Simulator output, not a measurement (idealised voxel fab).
You're looking at the process module voxel ribs on slabs.
Shown is cross-section cut, with a width of 235 nm and square cells of size 5 nm.
Cross-section layout: square cells on a grid; listed as bands, top to bottom; a band spans one or more cell rows.
It is stipulated that each band's entry specify, in nanometres, the height of the top of the band and then that of its bottom, followed by the materials of the band in left-to-right sequence, each together with its width in nanometres. A single material marked by the word "everywhere" is understood to fill the band from edge to edge; the word "air" is understood to denote empty space.
Heights from 0 (as-received wafer is one material below). Bottom band endless downward, as "z 0 and below".
Per-row width for "30 to 40": begins at first number (top row of band), ends at second number (bottom row), increment between rows held constant.
No cell of the cross-section changed in a step that is given as "same as before".
Voids not open to the top, 8 cells minimum: see "Completely enclosed voids". Written width x height at distance; distance is from the left edge; nm.
Read whatever lies past the settings on a step's line as the simulator's own remark about the step.
overlay nm: for a step with a mask, the amount by which the mask lay right of where it was planned; a negative amount means left of it.

**List of planned process steps**
1) RECEIVE with material Si
2) DIRECTIONAL_DEP with material SiO2, thk nm 25
3) DIRECTIONAL_DEP with material polySi, thk nm 25
4) DIRECTIONAL_DEP with material aC, thk nm 10
5) PATTERN with tone cover, mask id RIB, material resist, width nm 15, thk nm 25, overlay nm 0
6) DIRECTIONAL_ETCH with etch materials aC, depth nm 10
7) STRIP with etch materials resist
8) DIRECTIONAL_ETCH with etch materials polySi, depth nm 10
9) STRIP with etch materials aC
10) DIRECTIONAL_DEP with material aC, thk nm 15
11) PATTERN with tone cover, mask id SLAB, material resist, width nm 65, thk nm 35, overlay nm 0
12) DIRECTIONAL_ETCH with etch materials aC, depth nm 15
13) STRIP with etch materials resist
14) DIRECTIONAL_ETCH with etch materials polySi, depth nm 15
15) STRIP with etch materials aC
16) FILL_DEP with material SiO2, thk nm 30
17) CMP with height nm 70
18) DIRECTIONAL_DEP with material W, thk nm 5
19) PATTERN with tone cover, mask id HEATER, material resist, width nm 35, thk nm 15, overlay nm 0
20) DIRECTIONAL_ETCH with etch materials W, depth nm 5
21) STRIP with etch materials resist
22) CONFORMAL_DEP with material SiN, thk nm 5
The plan's step 5 width nm is the first wafer's value; the wafers differ in this setting and start identical.

**As-received cross-section, first of several wafers, post step 1**
  z 0 and below  Si everywhere
  Completely enclosed voids: none

**Basically each wafer gets a line in the table, showing it at the end of the module: material by material, the cells it gained (+) or lost (-) since we got it, then its closed voids**
width nm 15, +49 SiN, +613 SiO2, +7 W, +45 polySi, Completely enclosed voids: none
width nm 20, +49 SiN, +611 SiO2, +7 W, +47 polySi, Completely enclosed voids: none
width nm 25, +49 SiN, +609 SiO2, +7 W, +49 polySi, Completely enclosed voids: none
width nm 30, +49 SiN, +607 SiO2, +7 W, +51 polySi, Completely enclosed voids: none
width nm 35, +49 SiN, +605 SiO2, +7 W, +53 polySi, Completely enclosed voids: none
width nm 40, +49 SiN, +603 SiO2, +7 W, +55 polySi, Completely enclosed voids: none
